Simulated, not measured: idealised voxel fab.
voxel gate over fins: a process module
145 nm wide, 5 nm square cells: that's cross-section cut.
Just so we're on the same page, the cross-sections are grids of square cells, and they're listed out in bands top to bottom, each band one or more rows deep. First you get the band's top height and its bottom height, in nm, and then the materials it's made of, left to right, with each width in nm. If you see a single material with "all across", that one covers the band edge to edge. "air" is empty space. Convention: height 0 is the level below which the wafer, as received, is all one material. The lowest band does not terminate at the bottom but continues downward, represented as "0 nm and below". Note: "30->40" means the width goes from the first number (top row of the band) to the second number (bottom row) in equal steps per row of cells. Where the words "nothing changed" appear for a step, the cross-section shows no cell changed by that step; every cell remained as before. You'll see "Enclosed internal cavities" listing empty spaces that have no way open to the top, as long as they're 8 cells or more; the notation is width x height at distance, where the distance is from the left edge, and all of it is in nm. Text after the settings on a step's line: the simulator's own remark on that step. overlay nm: where the mask lay relative to plan, measured to the right, on steps with a mask; negatives go left.

### The following list gives the planned process steps
- 1: RECEIVE: material Si
- 2: CONFORMAL_DEP: material SiN, thk nm 10
- 3: DIRECTIONAL_DEP: material aC, thk nm 10
- 4: PATTERN: tone cover, mask id FINS, material resist, width nm 15, pitch nm 35, thk nm 30, overlay nm -15
- 5: DIRECTIONAL_ETCH: etch materials aC, depth nm 10
- 6: STRIP: etch materials resist
- 7: DIRECTIONAL_ETCH: etch materials SiN, depth nm 10
- 8: DIRECTIONAL_ETCH: etch materials Si, depth nm 40
- 9: STRIP: etch materials aC
- 10: OXIDIZE: depth nm 5
- 11: FILL_DEP: material SiO2, thk nm 5
- 12: CMP: height nm 10
- 13: SELECTIVE_ETCH: etch materials SiO2, depth nm 25
- 14: STRIP: etch materials SiN
- 15: CONFORMAL_DEP: material HfO2, thk nm 5
- 16: CONFORMAL_DEP: material TiN, thk nm 5
- 17: CONFORMAL_DEP: material TiAl, thk nm 5
- 18: CONFORMAL_DEP: material TiN, thk nm 5
- 19: FILL_DEP: material W, thk nm 15
- 20: CMP: height nm 30
- 21: CONFORMAL_DEP: material SiCN, thk nm 5
Variable across wafers: step 4 overlay nm (plan value is that of the first wafer; starting state common to all).

### First of several wafers, received after step 1, in cross-section
> 0 nm and below = Si all across
> Enclosed internal cavities: none

### First of several wafers, sectioned at end of module (last step: step 21)
> 35 nm to 30 nm = SiCN all across
> 30 nm to 20 nm = W all across
> 20 nm to 15 nm = 15 of W / 80 of TiN / 50 of W
> 15 nm to 10 nm = 15 of W / 5 of TiN / 70 of TiAl / 5 of TiN / 50 of W
> 10 nm to 5 nm = 15 of W / 5 of TiN / 5 of TiAl / 25 of TiN / 10 of TiAl / 25 of TiN / 5 of TiAl / 5 of TiN / 50 of W
> 5 nm to 0 nm = 20 of TiN / 5 of TiAl / 5 of TiN / 15 of HfO2 / 5 of TiN / 10 of TiAl / 5 of TiN / 15 of HfO2 / 5 of TiN / 5 of TiAl / 55 of TiN
> 0 nm to -5 nm = 25 of TiAl / 5 of TiN / 5 of HfO2 / 5 of Si / 5 of HfO2 / 5 of TiN / 10 of TiAl / 5 of TiN / 5 of HfO2 / 5 of Si / 5 of HfO2 / 5 of TiN / 60 of TiAl
> -5 nm to -10 nm = 30 of TiN / 5 of HfO2 / 5 of Si / 5 of HfO2 / 20 of TiN / 5 of HfO2 / 5 of Si / 5 of HfO2 / 65 of TiN
> -10 nm to -15 nm = 35 of HfO2 / 5 of Si / 30 of HfO2 / 5 of Si / 70 of HfO2
> -15 nm to -45 nm = 35 of SiO2 / 5 of Si / 30 of SiO2 / 5 of Si / 70 of SiO2
> -45 nm and below = Si all across
> Enclosed internal cavities: none

### Here we cross-sectioned the last of the wafers once the module was done
> 35 nm to 30 nm = SiCN all across
> 30 nm to 20 nm = W all across
> 20 nm to 15 nm = 45 of W / 80 of TiN / 20 of W
> 15 nm to 10 nm = 45 of W / 5 of TiN / 70 of TiAl / 5 of TiN / 20 of W
> 10 nm to 5 nm = 45 of W / 5 of TiN / 5 of TiAl / 25 of TiN / 10 of TiAl / 25 of TiN / 5 of TiAl / 5 of TiN / 20 of W
> 5 nm to 0 nm = 50 of TiN / 5 of TiAl / 5 of TiN / 15 of HfO2 / 5 of TiN / 10 of TiAl / 5 of TiN / 15 of HfO2 / 5 of TiN / 5 of TiAl / 25 of TiN
> 0 nm to -5 nm = 55 of TiAl / 5 of TiN / 5 of HfO2 / 5 of Si / 5 of HfO2 / 5 of TiN / 10 of TiAl / 5 of TiN / 5 of HfO2 / 5 of Si / 5 of HfO2 / 5 of TiN / 30 of TiAl
> -5 nm to -10 nm = 60 of TiN / 5 of HfO2 / 5 of Si / 5 of HfO2 / 20 of TiN / 5 of HfO2 / 5 of Si / 5 of HfO2 / 35 of TiN
> -10 nm to -15 nm = 65 of HfO2 / 5 of Si / 30 of HfO2 / 5 of Si / 40 of HfO2
> -15 nm to -45 nm = 65 of SiO2 / 5 of Si / 30 of SiO2 / 5 of Si / 40 of SiO2
> -45 nm and below = Si all across
> Enclosed internal cavities: none

### Gained (+) or lost (-) cells of each material since receipt, then closed voids: one row per wafer, at the end of the module
overlay nm -15; +41 HfO2; -243 Si; +29 SiCN; +162 SiO2; +41 TiAl; +76 TiN; +97 W; Enclosed internal cavities: none
overlay nm -10; +41 HfO2; -243 Si; +29 SiCN; +162 SiO2; +41 TiAl; +76 TiN; +97 W; Enclosed internal cavities: none
overlay nm -5; +41 HfO2; -243 Si; +29 SiCN; +162 SiO2; +41 TiAl; +76 TiN; +97 W; Enclosed internal cavities: none
overlay nm 0; +41 HfO2; -243 Si; +29 SiCN; +162 SiO2; +41 TiAl; +76 TiN; +97 W; Enclosed internal cavities: none
overlay nm 5; +41 HfO2; -243 Si; +29 SiCN; +162 SiO2; +41 TiAl; +76 TiN; +97 W; Enclosed internal cavities: none
overlay nm 10; +41 HfO2; -243 Si; +29 SiCN; +162 SiO2; +41 TiAl; +76 TiN; +97 W; Enclosed internal cavities: none
overlay nm 15; +41 HfO2; -243 Si; +29 SiCN; +162 SiO2; +41 TiAl; +76 TiN; +97 W; Enclosed internal cavities: none
